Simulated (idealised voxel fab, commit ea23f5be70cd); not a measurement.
This is a process module. Its name is voxel ribs on slabs.
Each square cell in cross-section cut measures 5 nm, and the section as a whole is 235 nm wide.
In this document a cross-section is written as a grid of square cells. It is given as a series of bands, listed from the top down, and a band is one or more rows of cells. Band entry format. Leading values: height of top, height of bottom, nm. Remainder: materials in left-to-right order, each with its width in nm. Special words: "everywhere" on a single material, which then fills the band edge to edge; "empty", empty space. For the purposes of this specification, 0 denotes the height below which the wafer in its as-received condition is composed wholly of one material, and the lowermost band, lacking a lower limit, extends downward without end, as expressed in "top 0, no bottom". The width entry "30 to 40" should be interpreted row by row: the top row of cells in the band takes the first number, the bottom row takes the second number, and the change between adjacent rows is uniform throughout. It should be understood that the words "remained unchanged", when stated for a given step, signify that the cross-section underwent no change in any of its cells during that step. Closed void listing: empty space of 8 cells or more with no open way to the top, each as width x height at its distance from the left edge, in nm. Step line, after settings: the simulator's comment on this step. "overlay nm", when on a step's line for a step with a mask, measures how far to the right of its planned place the mask lay; a negative measure means to the left.

**Process steps (planned)**
1,RECEIVE (material Si)
2,DIRECTIONAL_DEP (material SiO2; thk nm 25)
3,DIRECTIONAL_DEP (material polySi; thk nm 20)
4,MASKED_ETCH (tone cover; mask id RIB; width nm 20; etch materials polySi; depth nm 5; overlay nm 0)
5,MASKED_ETCH (tone cover; mask id SLAB; width nm 70; etch materials polySi; depth nm 15; overlay nm 0)
6,FILL_DEP (material SiO2; thk nm 25)
7,CMP (height nm 65)
8,DIRECTIONAL_DEP (material TiN; thk nm 5)
9,PATTERN (tone cover; mask id HEATER; material resist; width nm 30; thk nm 20; overlay nm 0)
10,DIRECTIONAL_ETCH (etch materials TiN; depth nm 5)
11,STRIP (etch materials resist)
12,CONFORMAL_DEP (material SiO2; thk nm 5)

**Incoming wafer, cross-sectional view, post step 1**
- top 0, no bottom | Si everywhere
- Closed void listing: none

**Below is the wafer in cross-section after the module was completed. It began from the starting point shown above and followed the plan shown above, except that one mistake was made while running it**
- top 75, bottom 70 | 95 empty, then 40 SiO2, then 100 empty
- top 70, bottom 65 | 100 SiO2, then 30 TiN, then 105 SiO2
- top 65, bottom 45 | SiO2 everywhere
- top 45, bottom 40 | 80 SiO2, then 25 polySi, then 20 SiO2, then 25 polySi, then 85 SiO2
- top 40, bottom 30 | 80 SiO2, then 70 polySi, then 85 SiO2
- top 30, bottom 25 | polySi everywhere
- top 25, bottom 0 | SiO2 everywhere
- top 0, no bottom | Si everywhere
- Closed void listing: none
In executing the process, a mistake was made relative to the plan: step 4 was run on a setting that differed from the plan, and what really ran there is MASKED_ETCH (tone open; mask id RIB; width nm 20; etch materials polySi; depth nm 5; overlay nm 0)
